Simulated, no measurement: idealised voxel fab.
The following process module bears the name voxel self aligned vias.
The cross-section shown here is cut; it is 190 nm wide and divided into square cells measuring 5 nm on a side.
We lay out every cross-section as a grid of square cells and spell it out in bands from the top down, where one band means one or more rows of cells. Read a band's entry like this: the first values are the height of its top and the height of its bottom in nm, and what follows is the sequence of materials from left to right, each with its width in nm. Note that "blank" is empty space, and that a single material marked "full width" reaches across the band from edge to edge. The level at which height equals 0 is the one under which the wafer, as it arrives, is entirely one material. No lower edge exists for the bottom band, which continues downward and is notated as in "0 and below". Width "30 to 40": first value at the band's top row of cells, second value at its bottom row, equal change from row to row. "remains unaltered" means the step left every cell of the cross-section as it was. Enclosed voids (no open way to top), threshold 8 cells or more, entry "Entrapped void list", notation width x height at distance, distance from left edge, nm. If you see something after the settings on a step's line, that's the simulator's own remark about that step. overlay nm: mask right of planned place by this much (step with mask). Neg. = left.

### Planned step list for the process
1) op RECEIVE | material Si
2) op CONFORMAL_DEP | material SiO2 | thk nm 15
3) op CONFORMAL_DEP | material SiCN | thk nm 5
4) op DIRECTIONAL_DEP | material SiO2 | thk nm 30
5) op PATTERN | tone open | mask id LINES | material resist | width nm 20 | pitch nm 60 | thk nm 20 | overlay nm 0
6) op DIRECTIONAL_ETCH | etch materials SiO2 | depth nm 30
7) op STRIP | etch materials resist
8) op CONFORMAL_DEP | material TiN | thk nm 5
9) op FILL_DEP | material Ru | thk nm 10
10) op CMP | height nm 50
11) op SELECTIVE_ETCH | etch materials W Ru TiN | depth nm 5
12) op FILL_DEP | material SiN | thk nm 10
13) op CMP | height nm 50
14) op DIRECTIONAL_DEP | material SiO2 | thk nm 15
15) op PATTERN | tone open | mask id VIAS | material resist | width nm 40 | thk nm 15 | overlay nm 0
16) op DIRECTIONAL_ETCH | etch materials SiO2 | depth nm 15
17) op DIRECTIONAL_ETCH | etch materials SiN | depth nm 5
18) op STRIP | etch materials resist
19) op CONFORMAL_DEP | material TiN | thk nm 5
20) op FILL_DEP | material Ru | thk nm 5
21) op CMP | height nm 65
22) op CONFORMAL_DEP | material SiN | thk nm 5

### What follows covers the first of two wafers; it ran as planned

### Cross-section of the wafer at receipt, which is the condition after step 1
- 0 and below: Si full width
- Entrapped void list: none

### Wafer section view after processing step 2
- 15 down to 0: SiO2 full width
- Under the height 0 nothing was changed.

### Wafer section view after processing step 3
- 20 down to 15: SiCN full width
- Under the height 15 nothing was changed.

### Wafer section view after processing step 4
- 50 down to 20: SiO2 full width
- Under the height 20 nothing was changed.

### Wafer section view after processing step 5
- 70 down to 50: 55 resist, then 20 blank, then 40 resist, then 20 blank, then 55 resist
- Under the height 50 nothing was changed.

### Wafer section view after processing step 6
- 70 down to 50: 55 resist, then 20 blank, then 40 resist, then 20 blank, then 55 resist
- 50 down to 20: 55 SiO2, then 20 blank, then 40 SiO2, then 20 blank, then 55 SiO2
- Under the height 20 nothing was changed.

### Wafer section view after processing step 7
- 50 down to 20: 55 SiO2, then 20 blank, then 40 SiO2, then 20 blank, then 55 SiO2
- Under the height 20 nothing was changed.

### Wafer section view after processing step 8
- 55 down to 50: 60 TiN, then 10 blank, then 50 TiN, then 10 blank, then 60 TiN
- 50 down to 25: 55 SiO2, then 5 TiN, then 10 blank, then 5 TiN, then 40 SiO2, then 5 TiN, then 10 blank, then 5 TiN, then 55 SiO2
- 25 down to 20: 55 SiO2, then 20 TiN, then 40 SiO2, then 20 TiN, then 55 SiO2
- Under the height 20 nothing was changed.

### Wafer section view after processing step 9
- 65 down to 55: Ru full width
- 55 down to 50: 60 TiN, then 10 Ru, then 50 TiN, then 10 Ru, then 60 TiN
- 50 down to 25: 55 SiO2, then 5 TiN, then 10 Ru, then 5 TiN, then 40 SiO2, then 5 TiN, then 10 Ru, then 5 TiN, then 55 SiO2
- Under the height 25 nothing was changed.

### Wafer section view after processing step 10
- 50 down to 25: 55 SiO2, then 5 TiN, then 10 Ru, then 5 TiN, then 40 SiO2, then 5 TiN, then 10 Ru, then 5 TiN, then 55 SiO2
- Under the height 25 nothing was changed.

### Wafer section view after processing step 11
- 50 down to 45: 55 SiO2, then 20 blank, then 40 SiO2, then 20 blank, then 55 SiO2
- Under the height 45 nothing was changed.

### Wafer section view after processing step 12
- 60 down to 50: SiN full width
- 50 down to 45: 55 SiO2, then 20 SiN, then 40 SiO2, then 20 SiN, then 55 SiO2
- Under the height 45 nothing was changed.

### Wafer section view after processing step 13
- 50 down to 45: 55 SiO2, then 20 SiN, then 40 SiO2, then 20 SiN, then 55 SiO2
- Under the height 45 nothing was changed.

### Wafer section view after processing step 14
- 65 down to 50: SiO2 full width
- Under the height 50 nothing was changed.

### Wafer section view after processing step 15
- 80 down to 65: 45 resist, then 40 blank, then 105 resist
- Under the height 65 nothing was changed.

### Wafer section view after processing step 16
- 80 down to 65: 45 resist, then 40 blank, then 105 resist
- 65 down to 50: 45 SiO2, then 40 blank, then 105 SiO2
- Under the height 50 nothing was changed.

### Wafer section view after processing step 17
- 80 down to 65: 45 resist, then 40 blank, then 105 resist
- 65 down to 50: 45 SiO2, then 40 blank, then 105 SiO2
- 50 down to 45: 55 SiO2, then 20 blank, then 40 SiO2, then 20 SiN, then 55 SiO2
- Under the height 45 nothing was changed.

### Wafer section view after processing step 18
- 65 down to 50: 45 SiO2, then 40 blank, then 105 SiO2
- Under the height 50 nothing was changed.

### Wafer section view after processing step 19
- 70 down to 65: 50 TiN, then 30 blank, then 110 TiN
- 65 down to 55: 45 SiO2, then 5 TiN, then 30 blank, then 5 TiN, then 105 SiO2
- 55 down to 50: 45 SiO2, then 15 TiN, then 10 blank, then 15 TiN, then 105 SiO2
- 50 down to 45: 55 SiO2, then 20 TiN, then 40 SiO2, then 20 SiN, then 55 SiO2
- Under the height 45 nothing was changed.

### Wafer section view after processing step 20
- 75 down to 70: Ru full width
- 70 down to 65: 50 TiN, then 30 Ru, then 110 TiN
- 65 down to 55: 45 SiO2, then 5 TiN, then 30 Ru, then 5 TiN, then 105 SiO2
- 55 down to 50: 45 SiO2, then 15 TiN, then 10 Ru, then 15 TiN, then 105 SiO2
- Under the height 50 nothing was changed.

### Wafer section view after processing step 21
- 65 down to 55: 45 SiO2, then 5 TiN, then 30 Ru, then 5 TiN, then 105 SiO2
- Under the height 55 nothing was changed.

### Wafer section view after processing step 22
- 70 down to 65: SiN full width
- Under the height 65 nothing was changed.

### Wafer two. Same start, same plan, one slip in execution. Same as wafer one through step 1, inclusive

### when step 2 should have ended
- 30 down to 0: SiO2 full width
- Under the height 0 nothing was changed.

### when step 3 should have ended
- 35 down to 30: SiCN full width
- Under the height 30 nothing was changed.

### when step 4 should have ended
- 65 down to 35: SiO2 full width
- Under the height 35 nothing was changed.

### when step 5 should have ended
- 85 down to 65: 55 resist, then 20 blank, then 40 resist, then 20 blank, then 55 resist
- Under the height 65 nothing was changed.

### when step 6 should have ended
- 85 down to 65: 55 resist, then 20 blank, then 40 resist, then 20 blank, then 55 resist
- 65 down to 35: 55 SiO2, then 20 blank, then 40 SiO2, then 20 blank, then 55 SiO2
- Under the height 35 nothing was changed.

### when step 7 should have ended
- 65 down to 35: 55 SiO2, then 20 blank, then 40 SiO2, then 20 blank, then 55 SiO2
- Under the height 35 nothing was changed.

### when step 8 should have ended
- 70 down to 65: 60 TiN, then 10 blank, then 50 TiN, then 10 blank, then 60 TiN
- 65 down to 40: 55 SiO2, then 5 TiN, then 10 blank, then 5 TiN, then 40 SiO2, then 5 TiN, then 10 blank, then 5 TiN, then 55 SiO2
- 40 down to 35: 55 SiO2, then 20 TiN, then 40 SiO2, then 20 TiN, then 55 SiO2
- Under the height 35 nothing was changed.

### when step 9 should have ended
- 80 down to 70: Ru full width
- 70 down to 65: 60 TiN, then 10 Ru, then 50 TiN, then 10 Ru, then 60 TiN
- 65 down to 40: 55 SiO2, then 5 TiN, then 10 Ru, then 5 TiN, then 40 SiO2, then 5 TiN, then 10 Ru, then 5 TiN, then 55 SiO2
- Under the height 40 nothing was changed.

### when step 10 should have ended
- 50 down to 40: 55 SiO2, then 5 TiN, then 10 Ru, then 5 TiN, then 40 SiO2, then 5 TiN, then 10 Ru, then 5 TiN, then 55 SiO2
- Under the height 40 nothing was changed.

### when step 11 should have ended
- 50 down to 45: 55 SiO2, then 20 blank, then 40 SiO2, then 20 blank, then 55 SiO2
- Under the height 45 nothing was changed.

### when step 12 should have ended
- 60 down to 50: SiN full width
- 50 down to 45: 55 SiO2, then 20 SiN, then 40 SiO2, then 20 SiN, then 55 SiO2
- Under the height 45 nothing was changed.

### when step 13 should have ended
- 50 down to 45: 55 SiO2, then 20 SiN, then 40 SiO2, then 20 SiN, then 55 SiO2
- Under the height 45 nothing was changed.

### when step 14 should have ended
- 65 down to 50: SiO2 full width
- Under the height 50 nothing was changed.

### when step 15 should have ended
- 80 down to 65: 45 resist, then 40 blank, then 105 resist
- Under the height 65 nothing was changed.

### when step 16 should have ended
- 80 down to 65: 45 resist, then 40 blank, then 105 resist
- 65 down to 50: 45 SiO2, then 40 blank, then 105 SiO2
- Under the height 50 nothing was changed.

### when step 17 should have ended
- 80 down to 65: 45 resist, then 40 blank, then 105 resist
- 65 down to 50: 45 SiO2, then 40 blank, then 105 SiO2
- 50 down to 45: 55 SiO2, then 20 blank, then 40 SiO2, then 20 SiN, then 55 SiO2
- Under the height 45 nothing was changed.

### when step 18 should have ended
- 65 down to 50: 45 SiO2, then 40 blank, then 105 SiO2
- Under the height 50 nothing was changed.

### when step 19 should have ended
- 70 down to 65: 50 TiN, then 30 blank, then 110 TiN
- 65 down to 55: 45 SiO2, then 5 TiN, then 30 blank, then 5 TiN, then 105 SiO2
- 55 down to 50: 45 SiO2, then 15 TiN, then 10 blank, then 15 TiN, then 105 SiO2
- 50 down to 45: 55 SiO2, then 20 TiN, then 40 SiO2, then 20 SiN, then 55 SiO2
- Under the height 45 nothing was changed.

### when step 20 should have ended
- 75 down to 70: Ru full width
- 70 down to 65: 50 TiN, then 30 Ru, then 110 TiN
- 65 down to 55: 45 SiO2, then 5 TiN, then 30 Ru, then 5 TiN, then 105 SiO2
- 55 down to 50: 45 SiO2, then 15 TiN, then 10 Ru, then 15 TiN, then 105 SiO2
- Under the height 50 nothing was changed.

### when step 21 should have ended
- 65 down to 55: 45 SiO2, then 5 TiN, then 30 Ru, then 5 TiN, then 105 SiO2
- Under the height 55 nothing was changed.

### when step 22 should have ended
- 70 down to 65: SiN full width
- Under the height 65 nothing was changed.
Against the plan, the run slipped here: step 2 of the plan was executed twice over
The final cell counts differ between the wafers, with the second having more or fewer of some materials than the first: Ru -12 | SiO2 +24 | TiN -12
